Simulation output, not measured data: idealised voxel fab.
Presented below is a process module, voxel spacer lines.
Section cut is 220 nm wide and gridded with 5 nm square cells.
Throughout this document, each cross-section is represented as a grid of square cells and is presented as a sequence of bands enumerated from the top downward, where a band comprises one or more rows of cells. The entry gives the band's vertical extent as a top height and a bottom height in nm, then its horizontal make-up as materials from left to right, each with a width in nm. "empty" stands for empty space; a single material marked "throughout" fills the band edge to edge. All heights in this document are referenced to 0, defined as the level beneath which the wafer, as received, consists entirely of one material. The lowest band is not bounded below; it extends indefinitely downward and is written in the form "z 0 and below". It should be noted that a width expressed as "30..40" varies in equal increments from row to row of cells within the band, taking the value of the first number at the top row and that of the second number at the bottom row. "left unchanged" -> step changed no cross-section cell. Heads up: "Voids, enclosed" only lists the empty pockets with no open path to the top that are 8 cells or more, and it writes them as width x height at distance, distance from the left edge, in nm. Step line, after settings: the simulator's comment on this step. Each step line may optionally specify "overlay nm", which for a step with a mask gives the rightward distance between the mask's planned place and where it lay, a negative value indicating the leftward direction. Quick note on how to read the rest: it's all pairs. You get the cross-section before a process step and the one after, but the after one only goes down as far as the lowest band that changed. The step in between, with its settings, sits under the pair. Heads up, the pairs can come from different runs of this module on the same starting wafer, so don't assume a pair picks up from the one above unless its "Before processing step" entry says it does.

BEFORE PROCESSING STEP
* z 0 and below = Si throughout
* Voids, enclosed: none

AS PROCESSED
* z 5 to 0 = Al2O3 throughout
* Rest of section, below 0: as before.
* Voids, enclosed: none
Which operation lies between the before and after views above? CONFORMAL_DEP (material Al2O3; thk nm 5)

Before processing step: the cross-section after the pair above

AS PROCESSED
* z 15 to 5 = W throughout
* Rest of section, below 5: as before.
* Voids, enclosed: none
Which operation lies between the before and after views above? DIRECTIONAL_DEP (material W; thk nm 10)

Before processing step: the cross-section after the pair above

AS PROCESSED
* z 35 to 15 = aC throughout
* Rest of section, below 15: as before.
* Voids, enclosed: none
Which operation lies between the before and after views above? DIRECTIONAL_DEP (material aC; thk nm 20)

Before processing step: the cross-section after the pair above

AS PROCESSED
* z 65 to 35 = empty 70 nm | resist 15 nm | empty 45 nm | resist 15 nm | empty 75 nm
* Rest of section, below 35: as before.
* Voids, enclosed: none
Which operation lies between the before and after views above? PATTERN (tone cover; mask id MANDREL; material resist; width nm 15; pitch nm 60; thk nm 30; overlay nm 0)

Before processing step: the cross-section after the pair above

AS PROCESSED
* z 45 to 35 = empty 70 nm | resist 15 nm | empty 45 nm | resist 15 nm | empty 75 nm
* z 35 to 15 = empty 70 nm | aC 15 nm | empty 45 nm | aC 15 nm | empty 75 nm
* Rest of section, below 15: as before.
* Voids, enclosed: none
Which operation lies between the before and after views above? DIRECTIONAL_ETCH (etch materials aC; depth nm 20)

Before processing step: the cross-section after the pair above

AS PROCESSED
* z 35 to 15 = empty 70 nm | aC 15 nm | empty 45 nm | aC 15 nm | empty 75 nm
* Rest of section, below 15: as before.
* Voids, enclosed: none
Which operation lies between the before and after views above? STRIP (etch materials resist)

Before processing step: the cross-section after the pair above

AS PROCESSED
* z 50 to 35 = empty 55 nm | SiO2 45 nm | empty 15 nm | SiO2 45 nm | empty 60 nm
* z 35 to 30 = empty 55 nm | SiO2 15 nm | aC 15 nm | SiO2 15 nm | empty 15 nm | SiO2 15 nm | aC 15 nm | SiO2 15 nm | empty 60 nm
* z 30 to 15 = SiO2 70 nm | aC 15 nm | SiO2 45 nm | aC 15 nm | SiO2 75 nm
* Rest of section, below 15: as before.
* Voids, enclosed: none
Which operation lies between the before and after views above? CONFORMAL_DEP (material SiO2; thk nm 15)

Before processing step: the cross-section after the pair above

AS PROCESSED
* z 35 to 15 = empty 55 nm | SiO2 15 nm | aC 15 nm | SiO2 15 nm | empty 15 nm | SiO2 15 nm | aC 15 nm | SiO2 15 nm | empty 60 nm
* Rest of section, below 15: as before.
* Voids, enclosed: none
Which operation lies between the before and after views above? DIRECTIONAL_ETCH (etch materials SiO2; depth nm 15)

Before processing step: the cross-section after the pair above

AS PROCESSED
* z 35 to 15 = empty 55 nm | SiO2 15 nm | empty 15 nm | SiO2 15 nm | empty 15 nm | SiO2 15 nm | empty 15 nm | SiO2 15 nm | empty 60 nm
* Rest of section, below 15: as before.
* Voids, enclosed: none
Which operation lies between the before and after views above? STRIP (etch materials aC)

Before processing step: the cross-section after the pair above

AS PROCESSED
* z 35 to 15 = empty 55 nm | SiO2 15 nm | empty 15 nm | SiO2 15 nm | empty 15 nm | SiO2 15 nm | empty 15 nm | SiO2 15 nm | empty 60 nm
* z 15 to 5 = empty 55 nm | W 15 nm | empty 15 nm | W 15 nm | empty 15 nm | W 15 nm | empty 15 nm | W 15 nm | empty 60 nm
* Rest of section, below 5: as before.
* Voids, enclosed: none
Which operation lies between the before and after views above? DIRECTIONAL_ETCH (etch materials W; depth nm 10)

Before processing step: the cross-section after the pair above

AS PROCESSED
* z 15 to 5 = empty 55 nm | W 15 nm | empty 15 nm | W 15 nm | empty 15 nm | W 15 nm | empty 15 nm | W 15 nm | empty 60 nm
* Rest of section, below 5: as before.
* Voids, enclosed: none
Which operation lies between the before and after views above? STRIP (etch materials SiO2)

Before processing step: the cross-section after the pair above

AS PROCESSED
* z 25 to 15 = SiO2 throughout
* z 15 to 5 = SiO2 55 nm | W 15 nm | SiO2 15 nm | W 15 nm | SiO2 15 nm | W 15 nm | SiO2 15 nm | W 15 nm | SiO2 60 nm
* Rest of section, below 5: as before.
* Voids, enclosed: none
Which operation lies between the before and after views above? FILL_DEP (material SiO2; thk nm 10)

Before processing step: the cross-section after the pair above

AS PROCESSED
* z 15 to 5 = SiO2 55 nm | W 15 nm | SiO2 15 nm | W 15 nm | SiO2 15 nm | W 15 nm | SiO2 15 nm | W 15 nm | SiO2 60 nm
* Rest of section, below 5: as before.
* Voids, enclosed: none
Which operation lies between the before and after views above? CMP (height nm 15)

BEFORE PROCESSING STEP
* z 0 and below = Si throughout
* Voids, enclosed: none

AS PROCESSED
* z 10 to 0 = W throughout
* Rest of section, below 0: as before.
* Voids, enclosed: none
Which operation lies between the before and after views above? DIRECTIONAL_DEP (material W; thk nm 10)

Before processing step: the cross-section after the pair above

AS PROCESSED
* z 30 to 10 = aC throughout
* Rest of section, below 10: as before.
* Voids, enclosed: none
Which operation lies between the before and after views above? DIRECTIONAL_DEP (material aC; thk nm 20)

Before processing step: the cross-section after the pair above

AS PROCESSED
* z 60 to 30 = empty 70 nm | resist 15 nm | empty 45 nm | resist 15 nm | empty 75 nm
* Rest of section, below 30: as before.
* Voids, enclosed: none
Which operation lies between the before and after views above? PATTERN (tone cover; mask id MANDREL; material resist; width nm 15; pitch nm 60; thk nm 30; overlay nm 0)

Before processing step: the cross-section after the pair above

AS PROCESSED
* z 40 to 30 = empty 70 nm | resist 15 nm | empty 45 nm | resist 15 nm | empty 75 nm
* z 30 to 10 = empty 70 nm | aC 15 nm | empty 45 nm | aC 15 nm | empty 75 nm
* Rest of section, below 10: as before.
* Voids, enclosed: none
Which operation lies between the before and after views above? DIRECTIONAL_ETCH (etch materials aC; depth nm 20)

Before processing step: the cross-section after the pair above

AS PROCESSED
* z 30 to 10 = empty 70 nm | aC 15 nm | empty 45 nm | aC 15 nm | empty 75 nm
* Rest of section, below 10: as before.
* Voids, enclosed: none
Which operation lies between the before and after views above? STRIP (etch materials resist)

Before processing step: the cross-section after the pair above

AS PROCESSED
* z 45 to 30 = empty 55 nm | SiO2 45 nm | empty 15 nm | SiO2 45 nm | empty 60 nm
* z 30 to 25 = empty 55 nm | SiO2 15 nm | aC 15 nm | SiO2 15 nm | empty 15 nm | SiO2 15 nm | aC 15 nm | SiO2 15 nm | empty 60 nm
* z 25 to 10 = SiO2 70 nm | aC 15 nm | SiO2 45 nm | aC 15 nm | SiO2 75 nm
* Rest of section, below 10: as before.
* Voids, enclosed: none
Which operation lies between the before and after views above? CONFORMAL_DEP (material SiO2; thk nm 15)

Before processing step: the cross-section after the pair above

AS PROCESSED
* z 30 to 10 = empty 55 nm | SiO2 15 nm | aC 15 nm | SiO2 15 nm | empty 15 nm | SiO2 15 nm | aC 15 nm | SiO2 15 nm | empty 60 nm
* Rest of section, below 10: as before.
* Voids, enclosed: none
Which operation lies between the before and after views above? DIRECTIONAL_ETCH (etch materials SiO2; depth nm 15)

Before processing step: the cross-section after the pair above

AS PROCESSED
* z 30 to 10 = empty 55 nm | SiO2 15 nm | empty 15 nm | SiO2 15 nm | empty 15 nm | SiO2 15 nm | empty 15 nm | SiO2 15 nm | empty 60 nm
* Rest of section, below 10: as before.
* Voids, enclosed: none
Which operation lies between the before and after views above? STRIP (etch materials aC)

Before processing step: the cross-section after the pair above

AS PROCESSED
* z 30 to 10 = empty 55 nm | SiO2 15 nm | empty 15 nm | SiO2 15 nm | empty 15 nm | SiO2 15 nm | empty 15 nm | SiO2 15 nm | empty 60 nm
* z 10 to 0 = empty 55 nm | W 15 nm | empty 15 nm | W 15 nm | empty 15 nm | W 15 nm | empty 15 nm | W 15 nm | empty 60 nm
* Rest of section, below 0: as before.
* Voids, enclosed: none
Which operation lies between the before and after views above? DIRECTIONAL_ETCH (etch materials W; depth nm 10)

Before processing step: the cross-section after the pair above

AS PROCESSED
* z 10 to 0 = empty 55 nm | W 15 nm | empty 15 nm | W 15 nm | empty 15 nm | W 15 nm | empty 15 nm | W 15 nm | empty 60 nm
* Rest of section, below 0: as before.
* Voids, enclosed: none
Which operation lies between the before and after views above? STRIP (etch materials SiO2)

Before processing step: the cross-section after the pair above

AS PROCESSED
* z 20 to 10 = SiO2 throughout
* z 10 to 0 = SiO2 55 nm | W 15 nm | SiO2 15 nm | W 15 nm | SiO2 15 nm | W 15 nm | SiO2 15 nm | W 15 nm | SiO2 60 nm
* Rest of section, below 0: as before.
* Voids, enclosed: none
Which operation lies between the before and after views above? FILL_DEP (material SiO2; thk nm 10)

Before processing step: the cross-section after the pair above

AS PROCESSED
* z 15 to 10 = SiO2 throughout
* Rest of section, below 10: as before.
* Voids, enclosed: none
Which operation lies between the before and after views above? CMP (height nm 15)

BEFORE PROCESSING STEP
* z 10 to 0 = W throughout
* z 0 and below = Si throughout
* Voids, enclosed: none

AS PROCESSED
* z 15 to 10 = Al2O3 throughout
* Rest of section, below 10: as before.
* Voids, enclosed: none
Which operation lies between the before and after views above? CONFORMAL_DEP (material Al2O3; thk nm 5)

Before processing step: the cross-section after the pair above

AS PROCESSED
* z 35 to 15 = aC throughout
* Rest of section, below 15: as before.
* Voids, enclosed: none
Which operation lies between the before and after views above? DIRECTIONAL_DEP (material aC; thk nm 20)

Before processing step: the cross-section after the pair above

AS PROCESSED
* z 65 to 35 = empty 70 nm | resist 15 nm | empty 45 nm | resist 15 nm | empty 75 nm
* Rest of section, below 35: as before.
* Voids, enclosed: none
Which operation lies between the before and after views above? PATTERN (tone cover; mask id MANDREL; material resist; width nm 15; pitch nm 60; thk nm 30; overlay nm 0)

Before processing step: the cross-section after the pair above

AS PROCESSED
* z 45 to 35 = empty 70 nm | resist 15 nm | empty 45 nm | resist 15 nm | empty 75 nm
* z 35 to 15 = empty 70 nm | aC 15 nm | empty 45 nm | aC 15 nm | empty 75 nm
* Rest of section, below 15: as before.
* Voids, enclosed: none
Which operation lies between the before and after views above? DIRECTIONAL_ETCH (etch materials aC; depth nm 20)

Before processing step: the cross-section after the pair above

AS PROCESSED
* z 35 to 15 = empty 70 nm | aC 15 nm | empty 45 nm | aC 15 nm | empty 75 nm
* Rest of section, below 15: as before.
* Voids, enclosed: none
Which operation lies between the before and after views above? STRIP (etch materials resist)

Before processing step: the cross-section after the pair above

AS PROCESSED
* z 50 to 35 = empty 55 nm | SiO2 45 nm | empty 15 nm | SiO2 45 nm | empty 60 nm
* z 35 to 30 = empty 55 nm | SiO2 15 nm | aC 15 nm | SiO2 15 nm | empty 15 nm | SiO2 15 nm | aC 15 nm | SiO2 15 nm | empty 60 nm
* z 30 to 15 = SiO2 70 nm | aC 15 nm | SiO2 45 nm | aC 15 nm | SiO2 75 nm
* Rest of section, below 15: as before.
* Voids, enclosed: none
Which operation lies between the before and after views above? CONFORMAL_DEP (material SiO2; thk nm 15)

Before processing step: the cross-section after the pair above

AS PROCESSED
* z 35 to 15 = empty 55 nm | SiO2 15 nm | aC 15 nm | SiO2 15 nm | empty 15 nm | SiO2 15 nm | aC 15 nm | SiO2 15 nm | empty 60 nm
* Rest of section, below 15: as before.
* Voids, enclosed: none
Which operation lies between the before and after views above? DIRECTIONAL_ETCH (etch materials SiO2; depth nm 15)

Before processing step: the cross-section after the pair above

AS PROCESSED
* z 35 to 15 = empty 55 nm | SiO2 15 nm | empty 15 nm | SiO2 15 nm | empty 15 nm | SiO2 15 nm | empty 15 nm | SiO2 15 nm | empty 60 nm
* Rest of section, below 15: as before.
* Voids, enclosed: none
Which operation lies between the before and after views above? STRIP (etch materials aC)

Before processing step: the cross-section after the pair above

AS PROCESSED
* z 15 to 10 = Al2O3 throughout
* Rest of section, below 10: as before.
* Voids, enclosed: none
Which operation lies between the before and after views above? STRIP (etch materials SiO2)

Before processing step: the cross-section after the pair above

AS PROCESSED
* z 25 to 15 = SiO2 throughout
* Rest of section, below 15: as before.
* Voids, enclosed: none
Which operation lies between the before and after views above? FILL_DEP (material SiO2; thk nm 10)

Before processing step: the cross-section after the pair above

AS PROCESSED
* z 15 to 10 = Al2O3 throughout
* Rest of section, below 10: as before.
* Voids, enclosed: none
Which operation lies between the before and after views above? CMP (height nm 15)

BEFORE PROCESSING STEP
* z 35 to 15 = empty 70 nm | aC 15 nm | empty 45 nm | aC 15 nm | empty 75 nm
* z 15 to 5 = W throughout
* z 5 to 0 = Al2O3 throughout
* z 0 and below = Si throughout
* Voids, enclosed: none

AS PROCESSED
* z 40 to 35 = empty 65 nm | SiO2 25 nm | empty 35 nm | SiO2 25 nm | empty 70 nm
* z 35 to 20 = empty 65 nm | SiO2 5 nm | aC 15 nm | SiO2 5 nm | empty 35 nm | SiO2 5 nm | aC 15 nm | SiO2 5 nm | empty 70 nm
* z 20 to 15 = SiO2 70 nm | aC 15 nm | SiO2 45 nm | aC 15 nm | SiO2 75 nm
* Rest of section, below 15: as before.
* Voids, enclosed: none
Which operation lies between the before and after views above? CONFORMAL_DEP (material SiO2; thk nm 5)

Before processing step: the cross-section after the pair above

AS PROCESSED
* z 35 to 25 = empty 70 nm | aC 15 nm | empty 45 nm | aC 15 nm | empty 75 nm
* z 25 to 15 = empty 65 nm | SiO2 5 nm | aC 15 nm | SiO2 5 nm | empty 35 nm | SiO2 5 nm | aC 15 nm | SiO2 5 nm | empty 70 nm
* Rest of section, below 15: as before.
* Voids, enclosed: none
Which operation lies between the before and after views above? DIRECTIONAL_ETCH (etch materials SiO2; depth nm 15)

Before processing step: the cross-section after the pair above

AS PROCESSED
* z 25 to 15 = empty 65 nm | SiO2 5 nm | empty 15 nm | SiO2 5 nm | empty 35 nm | SiO2 5 nm | empty 15 nm | SiO2 5 nm | empty 70 nm
* Rest of section, below 15: as before.
* Voids, enclosed: none
Which operation lies between the before and after views above? STRIP (etch materials aC)

Before processing step: the cross-section after the pair above

AS PROCESSED
* z 25 to 15 = empty 65 nm | SiO2 5 nm | empty 15 nm | SiO2 5 nm | empty 35 nm | SiO2 5 nm | empty 15 nm | SiO2 5 nm | empty 70 nm
* z 15 to 5 = empty 65 nm | W 5 nm | empty 15 nm | W 5 nm | empty 35 nm | W 5 nm | empty 15 nm | W 5 nm | empty 70 nm
* Rest of section, below 5: as before.
* Voids, enclosed: none
Which operation lies between the before and after views above? DIRECTIONAL_ETCH (etch materials W; depth nm 10)

Before processing step: the cross-section after the pair above

AS PROCESSED
* z 15 to 5 = empty 65 nm | W 5 nm | empty 15 nm | W 5 nm | empty 35 nm | W 5 nm | empty 15 nm | W 5 nm | empty 70 nm
* Rest of section, below 5: as before.
* Voids, enclosed: none
Which operation lies between the before and after views above? STRIP (etch materials SiO2)

Before processing step: the cross-section after the pair above

AS PROCESSED
* z 25 to 15 = SiO2 throughout
* z 15 to 5 = SiO2 65 nm | W 5 nm | SiO2 15 nm | W 5 nm | SiO2 35 nm | W 5 nm | SiO2 15 nm | W 5 nm | SiO2 70 nm
* Rest of section, below 5: as before.
* Voids, enclosed: none
Which operation lies between the before and after views above? FILL_DEP (material SiO2; thk nm 10)

Before processing step: the cross-section after the pair above

AS PROCESSED
* z 15 to 5 = SiO2 65 nm | W 5 nm | SiO2 15 nm | W 5 nm | SiO2 35 nm | W 5 nm | SiO2 15 nm | W 5 nm | SiO2 70 nm
* Rest of section, below 5: as before.
* Voids, enclosed: none
Which operation lies between the before and after views above? CMP (height nm 15)

BEFORE PROCESSING STEP
* z 35 to 15 = aC throughout
* z 15 to 5 = W throughout
* z 5 to 0 = Al2O3 throughout
* z 0 and below = Si throughout
* Voids, enclosed: none

AS PROCESSED
* z 65 to 35 = empty 65 nm | resist 25 nm | empty 35 nm | resist 25 nm | empty 70 nm
* Rest of section, below 35: as before.
* Voids, enclosed: none
Which operation lies between the before and after views above? PATTERN (tone cover; mask id MANDREL; material resist; width nm 25; pitch nm 60; thk nm 30; overlay nm 0)

Before processing step: the cross-section after the pair above

AS PROCESSED
* z 45 to 35 = empty 65 nm | resist 25 nm | empty 35 nm | resist 25 nm | empty 70 nm
* z 35 to 15 = empty 65 nm | aC 25 nm | empty 35 nm | aC 25 nm | empty 70 nm
* Rest of section, below 15: as before.
* Voids, enclosed: none
Which operation lies between the before and after views above? DIRECTIONAL_ETCH (etch materials aC; depth nm 20)

Before processing step: the cross-section after the pair above

AS PROCESSED
* z 35 to 15 = empty 65 nm | aC 25 nm | empty 35 nm | aC 25 nm | empty 70 nm
* Rest of section, below 15: as before.
* Voids, enclosed: none
Which operation lies between the before and after views above? STRIP (etch materials resist)

Before processing step: the cross-section after the pair above

AS PROCESSED
* z 50 to 35 = empty 50 nm | SiO2 55 nm | empty 5 nm | SiO2 55 nm | empty 55 nm
* z 35 to 30 = empty 50 nm | SiO2 15 nm | aC 25 nm | SiO2 15 nm | empty 5 nm | SiO2 15 nm | aC 25 nm | SiO2 15 nm | empty 55 nm
* z 30 to 15 = SiO2 65 nm | aC 25 nm | SiO2 35 nm | aC 25 nm | SiO2 70 nm
* Rest of section, below 15: as before.
* Voids, enclosed: none
Which operation lies between the before and after views above? CONFORMAL_DEP (material SiO2; thk nm 15)

Before processing step: the cross-section after the pair above

AS PROCESSED
* z 35 to 15 = empty 50 nm | SiO2 15 nm | aC 25 nm | SiO2 15 nm | empty 5 nm | SiO2 15 nm | aC 25 nm | SiO2 15 nm | empty 55 nm
* Rest of section, below 15: as before.
* Voids, enclosed: none
Which operation lies between the before and after views above? DIRECTIONAL_ETCH (etch materials SiO2; depth nm 15)

Before processing step: the cross-section after the pair above

AS PROCESSED
* z 35 to 15 = empty 50 nm | SiO2 15 nm | empty 25 nm | SiO2 15 nm | empty 5 nm | SiO2 15 nm | empty 25 nm | SiO2 15 nm | empty 55 nm
* Rest of section, below 15: as before.
* Voids, enclosed: none
Which operation lies between the before and after views above? STRIP (etch materials aC)

Before processing step: the cross-section after the pair above

AS PROCESSED
* z 35 to 15 = empty 50 nm | SiO2 15 nm | empty 25 nm | SiO2 15 nm | empty 5 nm | SiO2 15 nm | empty 25 nm | SiO2 15 nm | empty 55 nm
* z 15 to 5 = empty 50 nm | W 15 nm | empty 25 nm | W 15 nm | empty 5 nm | W 15 nm | empty 25 nm | W 15 nm | empty 55 nm
* Rest of section, below 5: as before.
* Voids, enclosed: none
Which operation lies between the before and after views above? DIRECTIONAL_ETCH (etch materials W; depth nm 10)

Before processing step: the cross-section after the pair above

AS PROCESSED
* z 15 to 5 = empty 50 nm | W 15 nm | empty 25 nm | W 15 nm | empty 5 nm | W 15 nm | empty 25 nm | W 15 nm | empty 55 nm
* Rest of section, below 5: as before.
* Voids, enclosed: none
Which operation lies between the before and after views above? STRIP (etch materials SiO2)

Before processing step: the cross-section after the pair above

AS PROCESSED
* z 25 to 15 = SiO2 throughout
* z 15 to 5 = SiO2 50 nm | W 15 nm | SiO2 25 nm | W 15 nm | SiO2 5 nm | W 15 nm | SiO2 25 nm | W 15 nm | SiO2 55 nm
* Rest of section, below 5: as before.
* Voids, enclosed: none
Which operation lies between the before and after views above? FILL_DEP (material SiO2; thk nm 10)

Before processing step: the cross-section after the pair above

AS PROCESSED
* z 15 to 5 = SiO2 50 nm | W 15 nm | SiO2 25 nm | W 15 nm | SiO2 5 nm | W 15 nm | SiO2 25 nm | W 15 nm | SiO2 55 nm
* Rest of section, below 5: as before.
* Voids, enclosed: none
Which operation lies between the before and after views above? CMP (height nm 15)

BEFORE PROCESSING STEP
* z 35 to 15 = aC throughout
* z 15 to 5 = W throughout
* z 5 to 0 = Al2O3 throughout
* z 0 and below = Si throughout
* Voids, enclosed: none

AS PROCESSED
* z 65 to 35 = empty 75 nm | resist 15 nm | empty 45 nm | resist 15 nm | empty 70 nm
* Rest of section, below 35: as before.
* Voids, enclosed: none
Which operation lies between the before and after views above? PATTERN (tone cover; mask id MANDREL; material resist; width nm 15; pitch nm 60; thk nm 30; overlay nm 5)

Before processing step: the cross-section after the pair above

AS PROCESSED
* z 45 to 35 = empty 75 nm | resist 15 nm | empty 45 nm | resist 15 nm | empty 70 nm
* z 35 to 15 = empty 75 nm | aC 15 nm | empty 45 nm | aC 15 nm | empty 70 nm
* Rest of section, below 15: as before.
* Voids, enclosed: none
Which operation lies between the before and after views above? DIRECTIONAL_ETCH (etch materials aC; depth nm 20)

Before processing step: the cross-section after the pair above

AS PROCESSED
* z 35 to 15 = empty 75 nm | aC 15 nm | empty 45 nm | aC 15 nm | empty 70 nm
* Rest of section, below 15: as before.
* Voids, enclosed: none
Which operation lies between the before and after views above? STRIP (etch materials resist)

Before processing step: the cross-section after the pair above

AS PROCESSED
* z 50 to 35 = empty 60 nm | SiO2 45 nm | empty 15 nm | SiO2 45 nm | empty 55 nm
* z 35 to 30 = empty 60 nm | SiO2 15 nm | aC 15 nm | SiO2 15 nm | empty 15 nm | SiO2 15 nm | aC 15 nm | SiO2 15 nm | empty 55 nm
* z 30 to 15 = SiO2 75 nm | aC 15 nm | SiO2 45 nm | aC 15 nm | SiO2 70 nm
* Rest of section, below 15: as before.
* Voids, enclosed: none
Which operation lies between the before and after views above? CONFORMAL_DEP (material SiO2; thk nm 15)

Before processing step: the cross-section after the pair above

AS PROCESSED
* z 35 to 15 = empty 60 nm | SiO2 15 nm | aC 15 nm | SiO2 15 nm | empty 15 nm | SiO2 15 nm | aC 15 nm | SiO2 15 nm | empty 55 nm
* Rest of section, below 15: as before.
* Voids, enclosed: none
Which operation lies between the before and after views above? DIRECTIONAL_ETCH (etch materials SiO2; depth nm 15)

Before processing step: the cross-section after the pair above

AS PROCESSED
* z 35 to 15 = empty 60 nm | SiO2 15 nm | empty 15 nm | SiO2 15 nm | empty 15 nm | SiO2 15 nm | empty 15 nm | SiO2 15 nm | empty 55 nm
* Rest of section, below 15: as before.
* Voids, enclosed: none
Which operation lies between the before and after views above? STRIP (etch materials aC)

Before processing step: the cross-section after the pair above

AS PROCESSED
* z 35 to 15 = empty 60 nm | SiO2 15 nm | empty 15 nm | SiO2 15 nm | empty 15 nm | SiO2 15 nm | empty 15 nm | SiO2 15 nm | empty 55 nm
* z 15 to 5 = empty 60 nm | W 15 nm | empty 15 nm | W 15 nm | empty 15 nm | W 15 nm | empty 15 nm | W 15 nm | empty 55 nm
* Rest of section, below 5: as before.
* Voids, enclosed: none
Which operation lies between the before and after views above? DIRECTIONAL_ETCH (etch materials W; depth nm 10)

Before processing step: the cross-section after the pair above

AS PROCESSED
* z 15 to 5 = empty 60 nm | W 15 nm | empty 15 nm | W 15 nm | empty 15 nm | W 15 nm | empty 15 nm | W 15 nm | empty 55 nm
* Rest of section, below 5: as before.
* Voids, enclosed: none
Which operation lies between the before and after views above? STRIP (etch materials SiO2)

Before processing step: the cross-section after the pair above

AS PROCESSED
* z 25 to 15 = SiO2 throughout
* z 15 to 5 = SiO2 60 nm | W 15 nm | SiO2 15 nm | W 15 nm | SiO2 15 nm | W 15 nm | SiO2 15 nm | W 15 nm | SiO2 55 nm
* Rest of section, below 5: as before.
* Voids, enclosed: none
Which operation lies between the before and after views above? FILL_DEP (material SiO2; thk nm 10)

Before processing step: the cross-section after the pair above

AS PROCESSED
* z 15 to 5 = SiO2 60 nm | W 15 nm | SiO2 15 nm | W 15 nm | SiO2 15 nm | W 15 nm | SiO2 15 nm | W 15 nm | SiO2 55 nm
* Rest of section, below 5: as before.
* Voids, enclosed: none
Which operation lies between the before and after views above? CMP (height nm 15)

BEFORE PROCESSING STEP
* z 0 and below = Si throughout
* Voids, enclosed: none

AS PROCESSED
* z 5 to 0 = aC throughout
* Rest of section, below 0: as before.
* Voids, enclosed: none
Which operation lies between the before and after views above? CONFORMAL_DEP (material aC; thk nm 5)

Before processing step: the cross-section after the pair above

AS PROCESSED
* z 15 to 5 = W throughout
* Rest of section, below 5: as before.
* Voids, enclosed: none
Which operation lies between the before and after views above? DIRECTIONAL_DEP (material W; thk nm 10)

Before processing step: the cross-section after the pair above

AS PROCESSED
* z 35 to 15 = aC throughout
* Rest of section, below 15: as before.
* Voids, enclosed: none
Which operation lies between the before and after views above? DIRECTIONAL_DEP (material aC; thk nm 20)

Before processing step: the cross-section after the pair above

AS PROCESSED
* z 65 to 35 = empty 70 nm | resist 15 nm | empty 45 nm | resist 15 nm | empty 75 nm
* Rest of section, below 35: as before.
* Voids, enclosed: none
Which operation lies between the before and after views above? PATTERN (tone cover; mask id MANDREL; material resist; width nm 15; pitch nm 60; thk nm 30; overlay nm 0)

Before processing step: the cross-section after the pair above

AS PROCESSED
* z 45 to 35 = empty 70 nm | resist 15 nm | empty 45 nm | resist 15 nm | empty 75 nm
* z 35 to 15 = empty 70 nm | aC 15 nm | empty 45 nm | aC 15 nm | empty 75 nm
* Rest of section, below 15: as before.
* Voids, enclosed: none
Which operation lies between the before and after views above? DIRECTIONAL_ETCH (etch materials aC; depth nm 20)

Before processing step: the cross-section after the pair above

AS PROCESSED
* z 35 to 15 = empty 70 nm | aC 15 nm | empty 45 nm | aC 15 nm | empty 75 nm
* Rest of section, below 15: as before.
* Voids, enclosed: none
Which operation lies between the before and after views above? STRIP (etch materials resist)

Before processing step: the cross-section after the pair above

AS PROCESSED
* z 50 to 35 = empty 55 nm | SiO2 45 nm | empty 15 nm | SiO2 45 nm | empty 60 nm
* z 35 to 30 = empty 55 nm | SiO2 15 nm | aC 15 nm | SiO2 15 nm | empty 15 nm | SiO2 15 nm | aC 15 nm | SiO2 15 nm | empty 60 nm
* z 30 to 15 = SiO2 70 nm | aC 15 nm | SiO2 45 nm | aC 15 nm | SiO2 75 nm
* Rest of section, below 15: as before.
* Voids, enclosed: none
Which operation lies between the before and after views above? CONFORMAL_DEP (material SiO2; thk nm 15)

Before processing step: the cross-section after the pair above

AS PROCESSED
* z 35 to 15 = empty 55 nm | SiO2 15 nm | aC 15 nm | SiO2 15 nm | empty 15 nm | SiO2 15 nm | aC 15 nm | SiO2 15 nm | empty 60 nm
* Rest of section, below 15: as before.
* Voids, enclosed: none
Which operation lies between the before and after views above? DIRECTIONAL_ETCH (etch materials SiO2; depth nm 15)

Before processing step: the cross-section after the pair above

AS PROCESSED
* z 35 to 15 = empty 55 nm | SiO2 15 nm | empty 15 nm | SiO2 15 nm | empty 15 nm | SiO2 15 nm | empty 15 nm | SiO2 15 nm | empty 60 nm
* Rest of section, below 15: as before.
* Voids, enclosed: none
Which operation lies between the before and after views above? STRIP (etch materials aC)

Before processing step: the cross-section after the pair above

AS PROCESSED
* z 35 to 15 = empty 55 nm | SiO2 15 nm | empty 15 nm | SiO2 15 nm | empty 15 nm | SiO2 15 nm | empty 15 nm | SiO2 15 nm | empty 60 nm
* z 15 to 5 = empty 55 nm | W 15 nm | empty 15 nm | W 15 nm | empty 15 nm | W 15 nm | empty 15 nm | W 15 nm | empty 60 nm
* Rest of section, below 5: as before.
* Voids, enclosed: none
Which operation lies between the before and after views above? DIRECTIONAL_ETCH (etch materials W; depth nm 10)

Before processing step: the cross-section after the pair above

AS PROCESSED
* z 15 to 5 = empty 55 nm | W 15 nm | empty 15 nm | W 15 nm | empty 15 nm | W 15 nm | empty 15 nm | W 15 nm | empty 60 nm
* Rest of section, below 5: as before.
* Voids, enclosed: none
Which operation lies between the before and after views above? STRIP (etch materials SiO2)

Before processing step: the cross-section after the pair above

AS PROCESSED
* z 25 to 15 = SiO2 throughout
* z 15 to 5 = SiO2 55 nm | W 15 nm | SiO2 15 nm | W 15 nm | SiO2 15 nm | W 15 nm | SiO2 15 nm | W 15 nm | SiO2 60 nm
* Rest of section, below 5: as before.
* Voids, enclosed: none
Which operation lies between the before and after views above? FILL_DEP (material SiO2; thk nm 10)

Before processing step: the cross-section after the pair above

AS PROCESSED
* z 15 to 5 = SiO2 55 nm | W 15 nm | SiO2 15 nm | W 15 nm | SiO2 15 nm | W 15 nm | SiO2 15 nm | W 15 nm | SiO2 60 nm
* Rest of section, below 5: as before.
* Voids, enclosed: none
Which operation lies between the before and after views above? CMP (height nm 15)
